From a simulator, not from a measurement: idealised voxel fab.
The process module presented herein is designated voxel released beams.
255 nm wide, 5 nm square cells: that's cross-section cut.
When this document writes out a cross-section, it uses a grid of square cells and lists it as bands, beginning at the top and moving down, with a band standing for one or more rows of cells. Within each band entry, the heights of the top and of the bottom of the band appear first, in that order and in nm; the materials of the band then follow from left to right, each with its corresponding width in nm. The designation "all across" on a single material indicates that it fills the band from edge to edge; the designation "air" indicates empty space. Heads up on the height convention: 0 is the point under which the incoming wafer is all one material, and the lowest band has no bottom, it just keeps going down, like "0 and below". Graded width ("30..40"): value in top row of band = first number; value in bottom row = second number; row-to-row change constant. "no modifications" for a step: no cell of the cross-section changed in that step. "Completely sealed voids" lists enclosed empty spaces (at least 8 cells, no open path upward to the top), each as width x height at distance from the left edge, in nm. Whatever follows a step's settings on its line is a remark the simulator itself makes about that step. Regarding "overlay nm": on a step with a mask, it is the distance the mask lay to the right of its planned place; a negative value places it to the left.

PROCESS STEPS - PLAN
step 1: RECEIVE, material Si
step 2: CONFORMAL_DEP, material SiN, thk nm 5
step 3: DIRECTIONAL_DEP, material SiO2, thk nm 20
step 4: MASKED_ETCH, tone open, mask id ANCHOR, width nm 35, etch materials SiO2, depth nm 20, overlay nm 0
step 5: CONFORMAL_DEP, material W, thk nm 10
step 6: DIRECTIONAL_DEP, material aC, thk nm 15
step 7: PATTERN, tone cover, mask id BEAM, material resist, width nm 85, thk nm 30, overlay nm 0
step 8: DIRECTIONAL_ETCH, etch materials aC, depth nm 15
step 9: STRIP, etch materials resist
step 10: DIRECTIONAL_ETCH, etch materials W, depth nm 10
step 11: STRIP, etch materials aC
step 12: STRIP, etch materials SiO2

HERE'S WHAT THE WAFER LOOKED LIKE IN CROSS-SECTION WHEN IT ARRIVED - THAT'S AFTER STEP 1
	0 and below  Si all across
	Completely sealed voids: none

FIRST WAFER OF TWO, SECTIONED AT END OF MODULE; RUN WENT PER PLAN
	35 down to 25  80 nm air, then 15 nm W, then 15 nm air, then 55 nm W, then 90 nm air
	25 down to 15  85 nm air, then 10 nm W, then 15 nm air, then 10 nm W, then 135 nm air
	15 down to 5  85 nm air, then 35 nm W, then 135 nm air
	5 down to 0  SiN all across
	0 and below  Si all across
	Completely sealed voids: none

SECOND OF TWO WAFERS, MODULE COMPLETE, SECTIONED: IT SHARES THE FIRST WAFER'S START AND PLAN BUT WAS RUN WITH ONE MISTAKE
	35 down to 25  95 nm SiN, then 15 nm air, then 145 nm SiN
	25 down to 15  85 nm SiO2, then 10 nm SiN, then 15 nm air, then 10 nm SiN, then 135 nm SiO2
	15 down to 5  85 nm SiO2, then 35 nm SiN, then 135 nm SiO2
	5 down to 0  SiN all across
	0 and below  Si all across
	Completely sealed voids: none
It is concluded that the wafer was processed incorrectly with respect to the plan, in that step 5 did not happen as planned, as run it was CONFORMAL_DEP, material SiN, thk nm 10
Bottom line after processing is that, in cells, the second wafer is up or down on some materials versus the first: +118 SiN | +176 SiO2 | -50 W
